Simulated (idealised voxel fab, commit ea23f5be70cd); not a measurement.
voxel wiring stack: a process module
In the cross-section labelled cut, the width is 175 nm and each square cell is 5 nm.
Cross-section, as written here: a square-cell grid given band by band from the top down, where a band holds one or more rows of cells. Heights first: top, then bottom, in nm. Then materials, left to right, each with a width in nm. "everywhere" on a single material: fills the band edge to edge. "air": empty space. Height datum 0, below which the as-received substrate wafer is one material. Lowest band open at the bottom, running downward: "0 down". You'd read "30->40" like this: the band's top row of cells is as wide as the first number, its bottom row is as wide as the second, and going down, every row changes width by the same amount as the row before did. For the purposes of this document, the phrase "no change" attached to a step denotes that no cell within the cross-section was modified by that step. "Unvented voids" contains a list of empty spaces, each no smaller than 8 cells and without an open way to the top, written in the form width x height at distance with the distance from the left edge and all three in nm. It should be noted that, on the line of a given step, the content following the step's settings is a remark produced by the simulator itself with respect to that step. "overlay nm", when on a step's line for a step with a mask, measures how far to the right of its planned place the mask lay; a negative measure means to the left.

THE PLANNED PROCESS STEPS ARE ENUMERATED HEREUNDER
1) RECEIVE,material Si
2) CONFORMAL_DEP,material SiO2,thk nm 10
3) CONFORMAL_DEP,material SiCN,thk nm 5
4) DIRECTIONAL_DEP,material SiO2,thk nm 25
5) DIRECTIONAL_DEP,material aC,thk nm 15
6) PATTERN,tone open,mask id METAL_1,material resist,width nm 25,pitch nm 40,thk nm 30,overlay nm 0
7) DIRECTIONAL_ETCH,etch materials aC,depth nm 15
8) STRIP,etch materials resist
9) DIRECTIONAL_ETCH,etch materials SiO2,depth nm 25
10) DIRECTIONAL_ETCH,etch materials SiCN,depth nm 5
11) STRIP,etch materials aC
12) CONFORMAL_DEP,material TiN,thk nm 5
13) FILL_DEP,material Ru,thk nm 5
14) CMP,height nm 40
15) EPI,material Ru,thk nm 5
16) FILL_DEP,material SiCN,thk nm 5
17) DIRECTIONAL_DEP,material SiO2,thk nm 25
18) MASKED_ETCH,tone open,mask id METAL_2,width nm 25,pitch nm 40,etch materials SiO2,depth nm 15,overlay nm 0
19) PATTERN,tone open,mask id METAL_2_HOLES,material resist,width nm 15,pitch nm 40,thk nm 15,overlay nm 0
20) DIRECTIONAL_ETCH,etch materials SiO2,depth nm 10
21) DIRECTIONAL_ETCH,etch materials SiCN,depth nm 5
22) STRIP,etch materials resist
23) CONFORMAL_DEP,material TiN,thk nm 5
24) FILL_DEP,material Cu,thk nm 5
25) CMP,height nm 75
26) CONFORMAL_DEP,material SiCN,thk nm 5
Among the wafers covered here, the point of difference is the width nm at step 19; their starting state is shared, and the plan presents the value of the first wafer.

CROSS-SECTIONAL VIEW OF THE FIRST OF SEVERAL WAFERS IN THE AS-RECEIVED CONDITION, CORRESPONDING TO THE STATE FOLLOWING STEP 1
* 0 down = Si everywhere
* Unvented voids: none

WAFER ROWS, END OF MODULE: CELLS PER MATERIAL GAINED (+) OR LOST (-) SINCE RECEIPT; CLOSED VOIDS LAST
width nm 15, +27 Cu, +66 Ru, +95 SiCN, +282 SiO2, +90 TiN, Unvented voids: none
width nm 20, +36 Cu, +66 Ru, +92 SiCN, +276 SiO2, +90 TiN, Unvented voids: none
width nm 25, +39 Cu, +66 Ru, +92 SiCN, +270 SiO2, +93 TiN, Unvented voids: none
